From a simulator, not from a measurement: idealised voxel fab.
process module | voxel double patterning
Pictured: cross-section cut, 290 nm wide, on a grid of 5 nm square cells.
Cross-section, as written here: a square-cell grid given band by band from the top down, where a band holds one or more rows of cells.
In this notation a band is specified by the heights of its top and bottom, in that order and in nm, after which its materials appear from left to right, each paired with its width in nm. The word "full width" attached to a single material means that material fills the band from edge to edge; the word "air" stands for empty space.
Counting heights begins at 0, where everything beneath is, in the wafer as received, one material. The lowest band has no bottom; it goes on downwards, as "0 and below" shows.
Quick explanation for "30 to 40": the width changes in equal steps down the rows of cells, from the first number in the band's top row to the second number in its bottom row.
"nothing different" (step): cross-section cells unchanged, all of them.
Empty spaces counting at least 8 cells and having no open way to the top are listed in "Closed void table". The notation width x height at distance is used for each, the distance being from the left edge and all three values in nm.
Note: text after step settings on the step line = simulator remark on that step.
When a step includes a mask, the "overlay nm" setting on its line states how far to the right of its planned place that mask lay, and negative values state how far to the left.
Here's what the planned process steps look like
1) RECEIVE, material Si
2) CONFORMAL_DEP, material SiO2, thk nm 5
3) DIRECTIONAL_DEP, material TiN, thk nm 10
4) DIRECTIONAL_DEP, material SiCN, thk nm 5
5) MASKED_ETCH, tone open, mask id FIRST, width nm 15, pitch nm 50, etch materials SiCN, depth nm 5, overlay nm 0
6) MASKED_ETCH, tone open, mask id SECOND, width nm 15, pitch nm 50, etch materials SiCN, depth nm 5, overlay nm 0
7) DIRECTIONAL_ETCH, etch materials TiN, depth nm 10
8) STRIP, etch materials SiCN
Wafer as received: cross-section following step 1
  0 and below  Si full width
  Closed void table: none
First wafer of two, sectioned at end of module; run went per plan
  15 down to 5  TiN 85, air 15, TiN 10, air 15, TiN 10, air 15, TiN 10, air 15, TiN 10, air 15, TiN 90
  5 down to 0  SiO2 full width
  0 and below  Si full width
  Closed void table: none
Cross-sectional view: second of two wafers, end of module; start and plan identical to the first, one mistake in running
  15 down to 5  TiN 85, air 15, TiN 10, air 15, TiN 10, air 15, TiN 10, air 15, TiN 10, air 15, TiN 90
  5 down to 0  TiN full width
  0 and below  Si full width
  Closed void table: none
Deviation noted in wafer processing: step 2: run off-plan, actual operation and settings CONFORMAL_DEP, material TiN, thk nm 5
Once processing is complete, comparing cell counts shows that the second wafer has more or fewer of certain materials than the first: 58 fewer of SiO2; 58 more of TiN
